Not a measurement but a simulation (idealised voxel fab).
Title: Process Module voxel local oxidation
Each square cell in cross-section cut measures 5 nm, and the section as a whole is 145 nm wide.
Each cross-section below is a grid of square cells, stated as bands in top-down order, with one or more rows of cells making up each band. Quick guide to a band line: top height, bottom height (nm) up front; then every material left to right with its width in nm. Only one material and it's marked "everywhere"? Then it fills the band edge to edge. And "blank" just means empty space. Heads up on the height convention: 0 is the point under which the incoming wafer is all one material, and the lowest band has no bottom, it just keeps going down, like "from 0 down". So if you see something like "30..40" for the width, read it as the top row of the band sitting at the first number and the bottom row at the second, with every row in between moving by the same amount as the last. Where a step carries "remains unaltered", the cross-section came out of it unchanged, cell for cell. "Unvented voids" lists enclosed empty spaces (at least 8 cells, no open path upward to the top), each as width x height at distance from the left edge, in nm. Where a step's line continues beyond its settings, the continuation is a remark by the simulator itself on that step. "overlay nm" on a masked step: distance the mask lay right of its planned place, negative for left.
-- List of planned process steps
| 1 | RECEIVE [material Si] |
| 2 | OXIDIZE [depth nm 5] |
| 3 | CONFORMAL_DEP [material SiN] [thk nm 10] |
| 4 | MASKED_ETCH [tone cover] [mask id ACTIVE] [width nm 110] [etch materials SiN] [depth nm 10] [overlay nm 0] |
| 5 | SELECTIVE_ETCH [etch materials SiO2] [depth nm 5] |
| 6 | OXIDIZE [depth nm 15] |
| 7 | STRIP [etch materials SiN] |
-- Wafer at receipt (post step 1), cross-section
	from 0 down = Si everywhere
	Unvented voids: none
-- Cross-section, first of two wafers, end of module, run as planned
	from 0 to -5 = blank=20 | SiO2=100 | blank=25
	from -5 to -20 = SiO2=35 | Si=70 | SiO2=40
	from -20 down = Si everywhere
	Unvented voids: none
-- What the second wafer looks like in cross-section once the module is done. Its start and its plan matched the first wafer's exactly; what differed was one mistake in how it was run
	from -5 to -20 = SiO2 everywhere
	from -20 down = Si everywhere
	Unvented voids: none
Deviation noted in wafer processing: the run left out plan step 3 entirely, so it was never executed
Final tally in cells, some materials are higher or lower on the second wafer than on the first: 42 fewer of Si; 22 more of SiO2
